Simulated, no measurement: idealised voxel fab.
The process module that follows is named voxel transistor to metal.
Cross-section cut spans 165 nm and uses square cells 5 nm in size.
Cross-section format: a grid of square cells, given as bands from top to bottom; each band is one or more rows of cells. This entry defines a band. It first specifies the height of the band's top and the height of its bottom in nm, and then specifies the band's materials from left to right, stating each material with its width in nm. The word "throughout" identifies a single material that fills the band from edge to edge, while the word "air" identifies empty space. Note: height 0 marks the level under which the wafer is uniformly one material as received. Lowest band unbounded below, written "from 0 down". You'd read "30 to 40" like this: the band's top row of cells is as wide as the first number, its bottom row is as wide as the second, and going down, every row changes width by the same amount as the row before did. Basically "remained the same" means that step didn't change any cell in the cross-section. Heads up: "Tabulated closed voids" only lists the empty pockets with no open path to the top that are 8 cells or more, and it writes them as width x height at distance, distance from the left edge, in nm. That trailing text on a step's line, after the settings, is the simulator's own remark on the step. Regarding "overlay nm": on a step with a mask, it is the distance the mask lay to the right of its planned place; a negative value places it to the left.
### Below is the list of planned process steps
| 1 | RECEIVE [material Si] |
| 2 | CONFORMAL_DEP [material SiO2] [thk nm 5] |
| 3 | CONFORMAL_DEP [material SiN] [thk nm 15] |
| 4 | DIRECTIONAL_DEP [material aC] [thk nm 10] |
| 5 | PATTERN [tone cover] [mask id ACTIVE] [material resist] [width nm 105] [thk nm 30] [overlay nm 0] |
| 6 | DIRECTIONAL_ETCH [etch materials aC] [depth nm 10] |
| 7 | STRIP [etch materials resist] |
| 8 | DIRECTIONAL_ETCH [etch materials SiN] [depth nm 15] |
| 9 | DIRECTIONAL_ETCH [etch materials SiO2] [depth nm 5] |
| 10 | DIRECTIONAL_ETCH [etch materials Si] [depth nm 30] |
| 11 | STRIP [etch materials aC] |
| 12 | OXIDIZE [depth nm 5] |
| 13 | FILL_DEP [material SiO2] [thk nm 10] |
| 14 | CMP [height nm 20] |
| 15 | SELECTIVE_ETCH [etch materials SiO2] [depth nm 10] |
| 16 | STRIP [etch materials SiN] |
| 17 | SELECTIVE_ETCH [etch materials SiO2] [depth nm 5] |
| 18 | OXIDIZE [depth nm 5] |
| 19 | DIRECTIONAL_DEP [material polySi] [thk nm 20] |
| 20 | DIRECTIONAL_DEP [material SiCN] [thk nm 10] |
| 21 | PATTERN [tone cover] [mask id GATE] [material resist] [width nm 35] [thk nm 20] [overlay nm 0] |
| 22 | DIRECTIONAL_ETCH [etch materials SiCN] [depth nm 20] |
| 23 | DIRECTIONAL_ETCH [etch materials polySi] [depth nm 30] |
| 24 | STRIP [etch materials resist] |
| 25 | CONFORMAL_DEP [material SiO2] [thk nm 5] |
| 26 | DIRECTIONAL_ETCH [etch materials SiO2] [depth nm 5] |
| 27 | CONFORMAL_DEP [material SiN] [thk nm 10] |
| 28 | DIRECTIONAL_ETCH [etch materials SiN] [depth nm 10] |
| 29 | DIRECTIONAL_ETCH [etch materials SiO2] [depth nm 5] |
| 30 | DIRECTIONAL_ETCH [etch materials Si] [depth nm 5] |
| 31 | EPI [material pSi] [thk nm 5] |
| 32 | FILL_DEP [material SiO2] [thk nm 10] |
| 33 | CMP [height nm 20] |
| 34 | STRIP [etch materials polySi] |
| 35 | SELECTIVE_ETCH [etch materials SiO2] [depth nm 5] |
| 36 | CONFORMAL_DEP [material HfO2] [thk nm 5] |
| 37 | CONFORMAL_DEP [material TiN] [thk nm 5] |
| 38 | FILL_DEP [material W] [thk nm 10] |
| 39 | CMP [height nm 15] |
| 40 | DIRECTIONAL_DEP [material SiO2] [thk nm 15] |
| 41 | DIRECTIONAL_DEP [material aC] [thk nm 10] |
| 42 | PATTERN [tone open] [mask id CONTACT] [material resist] [width nm 15] [pitch nm 80] [thk nm 30] [overlay nm 0] |
| 43 | DIRECTIONAL_ETCH [etch materials aC] [depth nm 10] |
| 44 | STRIP [etch materials resist] |
| 45 | DIRECTIONAL_ETCH [etch materials SiO2] [depth nm 30] |
| 46 | STRIP [etch materials aC] |
| 47 | CONFORMAL_DEP [material TiN] [thk nm 5] |
| 48 | FILL_DEP [material Ru] [thk nm 5] |
| 49 | CMP [height nm 30] |
| 50 | DIRECTIONAL_DEP [material TiN] [thk nm 5] |
| 51 | DIRECTIONAL_DEP [material Ru] [thk nm 20] |
| 52 | MASKED_ETCH [tone cover] [mask id METAL_1] [width nm 15] [pitch nm 80] [etch materials Ru] [depth nm 20] [overlay nm 0] |
| 53 | MASKED_ETCH [tone cover] [mask id METAL_1] [width nm 15] [pitch nm 80] [etch materials TiN] [depth nm 5] [overlay nm 0] |
| 54 | CONFORMAL_DEP [material SiN] [thk nm 5] |
| 55 | FILL_DEP [material lowk] [thk nm 10] |
| 56 | CMP [height nm 55] |
| 57 | CONFORMAL_DEP [material SiCN] [thk nm 5] |
| 58 | DIRECTIONAL_DEP [material SiO2] [thk nm 25] |
| 59 | DIRECTIONAL_DEP [material aC] [thk nm 10] |
| 60 | PATTERN [tone open] [mask id METAL_2] [material resist] [width nm 15] [pitch nm 80] [thk nm 25] [overlay nm 0] |
| 61 | DIRECTIONAL_ETCH [etch materials aC] [depth nm 10] |
| 62 | STRIP [etch materials resist] |
| 63 | DIRECTIONAL_ETCH [etch materials SiO2] [depth nm 15] |
| 64 | STRIP [etch materials aC] |
| 65 | MASKED_ETCH [tone open] [mask id METAL_2_HOLES] [width nm 15] [pitch nm 80] [etch materials SiO2] [depth nm 10] [overlay nm 0] |
| 66 | MASKED_ETCH [tone open] [mask id METAL_2_HOLES] [width nm 15] [pitch nm 80] [etch materials SiCN] [depth nm 5] [overlay nm 0] |
| 67 | CONFORMAL_DEP [material TiN] [thk nm 5] |
| 68 | FILL_DEP [material Cu] [thk nm 10] |
| 69 | CMP [height nm 85] |
| 70 | CONFORMAL_DEP [material SiN] [thk nm 5] |
### Received-state cross-section, reflecting completion of step 1
    from 0 down = Si throughout
    Tabulated closed voids: none
### Here's the wafer cut in cross-section after the module, started and planned just like above, except one thing was done wrong in the run
    from 90 to 85 = SiN throughout
    from 85 to 60 = 35 SiO2 / 5 TiN / 5 Cu / 5 TiN / 65 SiO2 / 5 TiN / 5 Cu / 5 TiN / 35 SiO2
    from 60 to 55 = 35 SiCN / 15 TiN / 65 SiCN / 15 TiN / 35 SiCN
    from 55 to 35 = 30 lowk / 5 SiN / 15 Ru / 5 SiN / 55 lowk / 5 SiN / 15 Ru / 5 SiN / 30 lowk
    from 35 to 30 = 35 SiN / 15 TiN / 65 SiN / 15 TiN / 35 SiN
    from 30 to 15 = 35 SiO2 / 5 TiN / 5 Ru / 5 TiN / 65 SiO2 / 5 TiN / 5 Ru / 5 TiN / 35 SiO2
    from 15 to 10 = 35 SiO2 / 5 TiN / 5 Ru / 5 TiN / 10 SiN / 5 HfO2 / 5 TiN / 25 W / 5 TiN / 5 HfO2 / 10 SiN / 5 TiN / 5 Ru / 5 TiN / 35 SiO2
    from 10 to 5 = 35 SiO2 / 15 TiN / 10 SiN / 5 HfO2 / 5 TiN / 25 W / 5 TiN / 5 HfO2 / 10 SiN / 15 TiN / 35 SiO2
    from 5 to 0 = 30 SiO2 / 10 SiN / 10 TiN / 10 SiN / 5 HfO2 / 35 TiN / 5 HfO2 / 10 SiN / 10 TiN / 10 SiN / 30 SiO2
    from 0 to -5 = 40 SiO2 / 10 pSi / 10 SiO2 / 45 HfO2 / 10 SiO2 / 10 pSi / 40 SiO2
    from -5 to -10 = 35 SiO2 / 5 Si / 10 pSi / 65 Si / 10 pSi / 5 Si / 35 SiO2
    from -10 to -65 = 35 SiO2 / 95 Si / 35 SiO2
    from -65 down = Si throughout
    Tabulated closed voids: none
In executing the process, a mistake was made relative to the plan: step 10 of the plan saw execution twice
